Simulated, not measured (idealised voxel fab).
The following is a process module called voxel capacitor over wiring.
Section shown: cut. Width: 235 nm. Cell size: 5 nm, square.
Reading order for cross-sections: top band down to bottom band. Underlying form: a grid of square cells. Band size: one or more rows of cells.
Within each band entry, the heights of the top and of the bottom of the band appear first, in that order and in nm; the materials of the band then follow from left to right, each with its corresponding width in nm. The designation "everywhere" on a single material indicates that it fills the band from edge to edge; the designation "air" indicates empty space.
It should be noted that heights are counted from 0, beneath which the wafer as supplied is of one material throughout, and that the lowest band possesses no lower boundary but continues downward, as written in "0 and below".
The notation "30..40" denotes a width that varies across the rows of cells in the band, beginning at the first number in the top row, finishing at the second number in the bottom row, and changing by an identical amount from each row to the next.
"remained unchanged", as given for a step, is the statement that not any cell of the cross-section underwent a change during that step.
"Closed cavity list": sealed empty spaces, 8 cells or more, no open way to top, listed width x height at distance, with distance from the left edge and width, height and distance in nm.
Step line, after settings: the simulator's comment on this step.
For masked steps, "overlay nm" on the step line gives how far right of plan the mask actually lay; a minus sign means it lay to the left.

### The steps planned for the process are as follows
| 1 | RECEIVE (material Si) |
| 2 | CONFORMAL_DEP (material SiO2; thk nm 10) |
| 3 | CONFORMAL_DEP (material SiCN; thk nm 5) |
| 4 | DIRECTIONAL_DEP (material lowk; thk nm 20) |
| 5 | DIRECTIONAL_DEP (material aC; thk nm 15) |
| 6 | PATTERN (tone open; mask id METAL_1; material resist; width nm 30; pitch nm 85; thk nm 30; overlay nm 0) |
| 7 | DIRECTIONAL_ETCH (etch materials aC; depth nm 15) |
| 8 | STRIP (etch materials resist) |
| 9 | DIRECTIONAL_ETCH (etch materials lowk; depth nm 20) |
| 10 | DIRECTIONAL_ETCH (etch materials SiCN; depth nm 5) |
| 11 | STRIP (etch materials aC) |
| 12 | CONFORMAL_DEP (material TiN; thk nm 5) |
| 13 | FILL_DEP (material Ru; thk nm 10) |
| 14 | CMP (height nm 35) |
| 15 | CONFORMAL_DEP (material SiCN; thk nm 5) |
| 16 | DIRECTIONAL_DEP (material lowk; thk nm 10) |
| 17 | MASKED_ETCH (tone open; mask id PLUG_1; width nm 15; etch materials lowk; depth nm 10; overlay nm 0) |
| 18 | MASKED_ETCH (tone open; mask id PLUG_1; width nm 15; etch materials SiCN; depth nm 5; overlay nm 0) |
| 19 | EPI (material Ru; thk nm 10) |
| 20 | EPI (material Ru; thk nm 5) |
| 21 | DIRECTIONAL_DEP (material TiN; thk nm 10) |
| 22 | DIRECTIONAL_DEP (material HfO2; thk nm 5) |
| 23 | DIRECTIONAL_DEP (material TiN; thk nm 5) |
| 24 | PATTERN (tone cover; mask id UPPER_PLATE; material resist; width nm 60; thk nm 15; overlay nm 0) |
| 25 | DIRECTIONAL_ETCH (etch materials TiN; depth nm 5) |
| 26 | DIRECTIONAL_ETCH (etch materials HfO2; depth nm 5) |
| 27 | STRIP (etch materials resist) |
| 28 | PATTERN (tone cover; mask id LOWER_PLATE; material resist; width nm 70; thk nm 20; overlay nm 0) |
| 29 | DIRECTIONAL_ETCH (etch materials TiN; depth nm 10) |
| 30 | STRIP (etch materials resist) |
| 31 | FILL_DEP (material SiO2; thk nm 20) |
| 32 | CMP (height nm 85) |
| 33 | DIRECTIONAL_DEP (material aC; thk nm 10) |
| 34 | PATTERN (tone open; mask id PLUG_2; material resist; width nm 15; thk nm 30; overlay nm 0) |
| 35 | DIRECTIONAL_ETCH (etch materials aC; depth nm 10) |
| 36 | STRIP (etch materials resist) |
| 37 | DIRECTIONAL_ETCH (etch materials SiO2; depth nm 15) |
| 38 | STRIP (etch materials aC) |
| 39 | CONFORMAL_DEP (material TiN; thk nm 5) |
| 40 | FILL_DEP (material Cu; thk nm 5) |
| 41 | CMP (height nm 85) |
| 42 | CONFORMAL_DEP (material SiN; thk nm 5) |

### Cross-section of the wafer at receipt, which is the condition after step 1
0 and below: Si everywhere
Closed cavity list: none

### Figure: cross-sectional view of the wafer upon completion of the module, processed from the initial state and according to the plan depicted above, with one error introduced during execution
90 down to 85: SiN everywhere
85 down to 80: SiO2=75; TiN=60; SiO2=100
80 down to 75: SiO2=75; HfO2=60; SiO2=100
75 down to 65: SiO2=70; TiN=70; SiO2=95
65 down to 55: lowk=75; Ru=15; lowk=145
55 down to 50: SiCN=75; Ru=15; SiCN=145
50 down to 40: Ru everywhere
40 down to 35: TiN=65; Ru=20; TiN=65; Ru=20; TiN=65
35 down to 15: lowk=60; TiN=5; Ru=20; TiN=5; lowk=55; TiN=5; Ru=20; TiN=5; lowk=60
15 down to 10: SiCN=60; TiN=30; SiCN=55; TiN=30; SiCN=60
10 down to 0: SiO2 everywhere
0 and below: Si everywhere
Closed cavity list: none
Processing error: step 14 from the plan never happened, it was just skipped
